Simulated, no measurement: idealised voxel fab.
voxel wiring stack: a process module
Section cut is 195 nm wide and gridded with 5 nm square cells.
Cross-section, as written here: a square-cell grid given band by band from the top down, where a band holds one or more rows of cells.
In this notation a band is specified by the heights of its top and bottom, in that order and in nm, after which its materials appear from left to right, each paired with its width in nm. The word "throughout" attached to a single material means that material fills the band from edge to edge; the word "empty" stands for empty space.
Beneath 0, the wafer as received is one material, and that level is where height counting begins. The lowest band goes on downward without a bottom; it is written like "z 0 and below".
The expression "30->40" gives the width at the extremes of the band, the first number at its top row of cells and the second at its bottom row, with the width changing by equal amounts from each row to the next in between.
Key: "everything unchanged" - step with no changed cell in the cross-section.
The list in "Fully enclosed voids" covers empty spaces of 8 cells or more that cannot reach the top through any open way, and it gives each as width x height at distance; the distance is from the left edge, and width, height and distance are in nm.
The remark found on a step's line after its settings is issued by the simulator itself and pertains to that step.
On any step carrying a mask, the "overlay nm" setting, if present on the step's line, tells how far right of its planned place the mask lay; negative values point to the left.
Intended process steps
step 1: RECEIVE (material Si)
step 2: CONFORMAL_DEP (material SiO2; thk nm 15)
step 3: CONFORMAL_DEP (material SiN; thk nm 5)
step 4: DIRECTIONAL_DEP (material lowk; thk nm 15)
step 5: PATTERN (tone open; mask id METAL_1; material resist; width nm 30; pitch nm 45; thk nm 15; overlay nm 0)
step 6: DIRECTIONAL_ETCH (etch materials lowk; depth nm 15)
step 7: DIRECTIONAL_ETCH (etch materials SiN; depth nm 5)
step 8: STRIP (etch materials resist)
step 9: CONFORMAL_DEP (material TiN; thk nm 5)
step 10: FILL_DEP (material Cu; thk nm 10)
step 11: CMP (height nm 35)
step 12: EPI (material Ru; thk nm 5)
step 13: FILL_DEP (material SiCN; thk nm 5)
step 14: DIRECTIONAL_DEP (material lowk; thk nm 15)
step 15: PATTERN (tone open; mask id PLUG_1; material resist; width nm 15; pitch nm 45; thk nm 15; overlay nm 0)
step 16: DIRECTIONAL_ETCH (etch materials lowk; depth nm 15)
step 17: DIRECTIONAL_ETCH (etch materials SiCN; depth nm 5)
step 18: STRIP (etch materials resist)
step 19: EPI (material Ru; thk nm 10)
step 20: EPI (material Ru; thk nm 10)
step 21: DIRECTIONAL_DEP (material TiN; thk nm 5)
step 22: DIRECTIONAL_DEP (material Ru; thk nm 20)
step 23: MASKED_ETCH (tone cover; mask id METAL_2; width nm 30; pitch nm 45; etch materials Ru; depth nm 20; overlay nm 0)
step 24: MASKED_ETCH (tone cover; mask id METAL_2; width nm 30; pitch nm 45; etch materials TiN; depth nm 5; overlay nm 0)
step 25: FILL_DEP (material SiO2; thk nm 5)
step 26: CMP (height nm 85)
step 27: CONFORMAL_DEP (material SiCN; thk nm 5)
step 28: DIRECTIONAL_DEP (material SiO2; thk nm 30)
step 29: PATTERN (tone open; mask id METAL_3; material resist; width nm 30; pitch nm 45; thk nm 15; overlay nm 0)
step 30: DIRECTIONAL_ETCH (etch materials SiO2; depth nm 20)
step 31: STRIP (etch materials resist)
step 32: PATTERN (tone open; mask id METAL_3_HOLES; material resist; width nm 15; pitch nm 90; thk nm 15; overlay nm 0)
step 33: DIRECTIONAL_ETCH (etch materials SiO2; depth nm 10)
step 34: DIRECTIONAL_ETCH (etch materials SiCN; depth nm 5)
step 35: STRIP (etch materials resist)
step 36: CONFORMAL_DEP (material TiN; thk nm 5)
step 37: FILL_DEP (material Cu; thk nm 10)
step 38: CMP (height nm 120)
step 39: CONFORMAL_DEP (material SiCN; thk nm 5)
The plan shows the overlay nm of step 32 as the first wafer had it; this setting differs between the wafers, which start out alike.
Cross-sectional view of the first of several wafers in the as-received condition, corresponding to the state following step 1
- z 0 and below = Si throughout
- Fully enclosed voids: none
Tabulated below, wafer by wafer, are the end-of-module results: for each material, the number of cells gained (+) or lost (-) relative to the as-received state, followed by the closed voids
overlay nm 0 | +102 Cu | +176 Ru | +106 SiCN | +15 SiN | +318 SiO2 | +132 TiN | +126 lowk | Fully enclosed voids: none
overlay nm 5 | +102 Cu | +176 Ru | +106 SiCN | +15 SiN | +318 SiO2 | +132 TiN | +126 lowk | Fully enclosed voids: none
overlay nm 10 | +102 Cu | +176 Ru | +106 SiCN | +15 SiN | +318 SiO2 | +132 TiN | +126 lowk | Fully enclosed voids: none
overlay nm 15 | +102 Cu | +176 Ru | +106 SiCN | +15 SiN | +318 SiO2 | +132 TiN | +126 lowk | Fully enclosed voids: none
